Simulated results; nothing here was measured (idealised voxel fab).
Process module under the name voxel wiring stack
In the cross-section labelled cut, the width is 205 nm and each square cell is 5 nm.
Bands, listed from the top down, are how a cross-section gets written in this document; the cross-section itself is a grid of square cells, and a band is one or more rows of them. Each band's line starts with the height of the band's top and of its bottom, in nm. Then come its materials from left to right, each with its width in nm. One material with "everywhere" fills the band from edge to edge. "air" is empty space. Heights are reckoned from 0. Under this level, the received wafer is all of one material. The bottommost band is open-ended downward, for example "0 down". With a width like "30->40", each row of cells in the band differs from the next by the same amount, the top row carrying the first number and the bottom row the second. "remained unchanged" for a step: no cell of the cross-section changed in that step. Basically, "Tabulated closed voids" tells you about the enclosed voids: empty spaces with no open way to the top, 8 cells or bigger, each written width x height at distance, where distance is from the left edge, all in nm. If you see something after the settings on a step's line, that's the simulator's own remark about that step. overlay nm: right-of-plan distance of the mask on a masked step; negative values mean left-of-plan.

Below is the list of planned process steps:
1. RECEIVE,material Si
2. CONFORMAL_DEP,material SiO2,thk nm 15
3. DIRECTIONAL_DEP,material TiN,thk nm 5
4. DIRECTIONAL_DEP,material W,thk nm 25
5. DIRECTIONAL_DEP,material aC,thk nm 15
6. PATTERN,tone cover,mask id METAL_1,material resist,width nm 20,pitch nm 40,thk nm 30,overlay nm 0
7. DIRECTIONAL_ETCH,etch materials aC,depth nm 15
8. STRIP,etch materials resist
9. DIRECTIONAL_ETCH,etch materials W,depth nm 25
10. DIRECTIONAL_ETCH,etch materials TiN,depth nm 5
11. STRIP,etch materials aC
12. CONFORMAL_DEP,material SiCN,thk nm 5
13. FILL_DEP,material SiO2,thk nm 5
14. CMP,height nm 45
15. CONFORMAL_DEP,material SiCN,thk nm 5
16. DIRECTIONAL_DEP,material lowk,thk nm 30
17. MASKED_ETCH,tone open,mask id METAL_2_HOLES,width nm 15,pitch nm 80,etch materials lowk,depth nm 30,overlay nm 0
18. PATTERN,tone open,mask id METAL_2,material resist,width nm 20,pitch nm 40,thk nm 20,overlay nm 0
19. DIRECTIONAL_ETCH,etch materials lowk,depth nm 15
20. DIRECTIONAL_ETCH,etch materials SiCN,depth nm 5
21. STRIP,etch materials resist
22. CONFORMAL_DEP,material TiN,thk nm 5
23. FILL_DEP,material Cu,thk nm 5
24. CMP,height nm 80
25. CONFORMAL_DEP,material SiCN,thk nm 5
26. DIRECTIONAL_DEP,material SiO2,thk nm 30
27. MASKED_ETCH,tone open,mask id METAL_3,width nm 20,pitch nm 40,etch materials SiO2,depth nm 15,overlay nm 0
28. MASKED_ETCH,tone open,mask id METAL_3_HOLES,width nm 15,pitch nm 80,etch materials SiO2,depth nm 15,overlay nm 0
29. MASKED_ETCH,tone open,mask id METAL_3_HOLES,width nm 15,pitch nm 80,etch materials SiCN,depth nm 5,overlay nm 0
30. CONFORMAL_DEP,material TiN,thk nm 5
31. FILL_DEP,material Ru,thk nm 5
32. CMP,height nm 115
33. CONFORMAL_DEP,material SiCN,thk nm 5
34. DIRECTIONAL_DEP,material SiO2,thk nm 25
35. MASKED_ETCH,tone open,mask id METAL_4,width nm 20,pitch nm 40,etch materials SiO2,depth nm 15,overlay nm 0
36. PATTERN,tone open,mask id METAL_4_HOLES,material resist,width nm 15,pitch nm 80,thk nm 20,overlay nm 0
37. DIRECTIONAL_ETCH,etch materials SiO2,depth nm 10
38. DIRECTIONAL_ETCH,etch materials SiCN,depth nm 5
39. STRIP,etch materials resist
40. CONFORMAL_DEP,material TiN,thk nm 5
41. FILL_DEP,material Ru,thk nm 10
42. CMP,height nm 145
43. CONFORMAL_DEP,material SiN,thk nm 5

Cross-section of the incoming wafer, state after step 1:
  0 down | Si everywhere
  Tabulated closed voids: none

The first of the two wafers as seen in cross-section once the module was finished; processing followed the plan:
  150 to 145 | SiN everywhere
  145 to 135 | SiO2 30; TiN 5; Ru 10; TiN 5; SiO2 20; TiN 5; Ru 10; TiN 5; SiO2 20; TiN 5; Ru 10; TiN 5; SiO2 20; TiN 5; Ru 10; TiN 5; SiO2 35
  135 to 130 | SiO2 30; TiN 5; Ru 5; TiN 10; SiO2 20; TiN 20; SiO2 20; TiN 5; Ru 5; TiN 10; SiO2 20; TiN 20; SiO2 35
  130 to 120 | SiO2 30; TiN 5; Ru 5; TiN 5; SiO2 65; TiN 5; Ru 5; TiN 5; SiO2 80
  120 to 115 | SiCN 30; TiN 15; SiCN 65; TiN 15; SiCN 80
  115 to 105 | SiO2 30; TiN 5; Ru 10; TiN 5; SiO2 20; TiN 5; Ru 10; TiN 5; SiO2 20; TiN 5; Ru 10; TiN 5; SiO2 20; TiN 5; Ru 10; TiN 5; SiO2 35
  105 to 100 | SiO2 30; TiN 5; Ru 5; TiN 10; SiO2 20; TiN 20; SiO2 20; TiN 5; Ru 5; TiN 10; SiO2 20; TiN 20; SiO2 35
  100 to 85 | SiO2 30; TiN 5; Ru 5; TiN 5; SiO2 65; TiN 5; Ru 5; TiN 5; SiO2 80
  85 to 80 | SiCN 30; TiN 15; SiCN 65; TiN 15; SiCN 80
  80 to 70 | lowk 30; TiN 5; Cu 10; TiN 5; lowk 20; TiN 5; Cu 10; TiN 5; lowk 20; TiN 5; Cu 10; TiN 5; lowk 20; TiN 5; Cu 10; TiN 5; lowk 35
  70 to 65 | lowk 30; TiN 5; Cu 5; TiN 10; lowk 20; TiN 20; lowk 20; TiN 5; Cu 5; TiN 10; lowk 20; TiN 20; lowk 35
  65 to 50 | lowk 30; TiN 5; Cu 5; TiN 5; lowk 65; TiN 5; Cu 5; TiN 5; lowk 80
  50 to 45 | SiCN 30; TiN 15; SiCN 65; TiN 15; SiCN 80
  45 to 20 | SiO2 25; SiCN 5; W 20; SiCN 5; SiO2 10; SiCN 5; W 20; SiCN 5; SiO2 10; SiCN 5; W 20; SiCN 5; SiO2 10; SiCN 5; W 20; SiCN 5; SiO2 30
  20 to 15 | SiCN 30; TiN 20; SiCN 20; TiN 20; SiCN 20; TiN 20; SiCN 20; TiN 20; SiCN 35
  15 to 0 | SiO2 everywhere
  0 down | Si everywhere
  Tabulated closed voids: none

Second wafer of the two, sectioned at the end of the module. It began like the first and followed the same plan, but one mistake was made while running it:
  150 to 145 | SiN everywhere
  145 to 135 | SiO2 30; TiN 5; Ru 10; TiN 5; SiO2 20; TiN 5; Ru 10; TiN 5; SiO2 20; TiN 5; Ru 10; TiN 5; SiO2 20; TiN 5; Ru 10; TiN 5; SiO2 35
  135 to 130 | SiO2 30; TiN 5; Ru 5; TiN 10; SiO2 20; TiN 20; SiO2 20; TiN 5; Ru 5; TiN 10; SiO2 20; TiN 20; SiO2 35
  130 to 120 | SiO2 30; TiN 5; Ru 5; TiN 5; SiO2 65; TiN 5; Ru 5; TiN 5; SiO2 80
  120 to 115 | SiCN 30; TiN 15; SiCN 65; TiN 15; SiCN 80
  115 to 105 | SiO2 30; TiN 5; Ru 10; TiN 5; SiO2 20; TiN 5; Ru 10; TiN 5; SiO2 20; TiN 5; Ru 10; TiN 5; SiO2 20; TiN 5; Ru 10; TiN 5; SiO2 35
  105 to 100 | SiO2 30; TiN 5; Ru 5; TiN 10; SiO2 20; TiN 20; SiO2 20; TiN 5; Ru 5; TiN 10; SiO2 20; TiN 20; SiO2 35
  100 to 85 | SiO2 30; TiN 5; Ru 5; TiN 5; SiO2 65; TiN 5; Ru 5; TiN 5; SiO2 80
  85 to 80 | SiCN 30; TiN 15; SiCN 65; TiN 15; SiCN 80
  80 to 70 | lowk 30; TiN 5; Cu 10; TiN 5; lowk 20; TiN 5; Cu 10; TiN 5; lowk 20; TiN 5; Cu 10; TiN 5; lowk 20; TiN 5; Cu 10; TiN 5; lowk 35
  70 to 65 | lowk 30; TiN 5; Cu 5; TiN 10; lowk 20; TiN 20; lowk 20; TiN 5; Cu 5; TiN 10; lowk 20; TiN 20; lowk 35
  65 to 50 | lowk 30; TiN 5; Cu 5; TiN 5; lowk 65; TiN 5; Cu 5; TiN 5; lowk 80
  50 to 45 | SiCN 30; TiN 15; SiCN 65; TiN 15; SiCN 80
  45 to 30 | SiO2 15; SiCN 15; W 20; SiCN 20; W 20; SiCN 20; W 20; SiCN 20; W 20; SiCN 15; SiO2 20
  30 to 20 | SiCN 30; W 20; SiCN 20; W 20; SiCN 20; W 20; SiCN 20; W 20; SiCN 35
  20 to 15 | SiCN 30; TiN 20; SiCN 20; TiN 20; SiCN 20; TiN 20; SiCN 20; TiN 20; SiCN 35
  15 to 0 | SiO2 everywhere
  0 down | Si everywhere
  Tabulated closed voids: none
Run error: step 12 was run on a setting that differed from the plan, and what really ran there is CONFORMAL_DEP,material SiCN,thk nm 15
Counted in cells at the end, the second wafer holds more or fewer of these materials than the first: SiCN +64; SiO2 -64
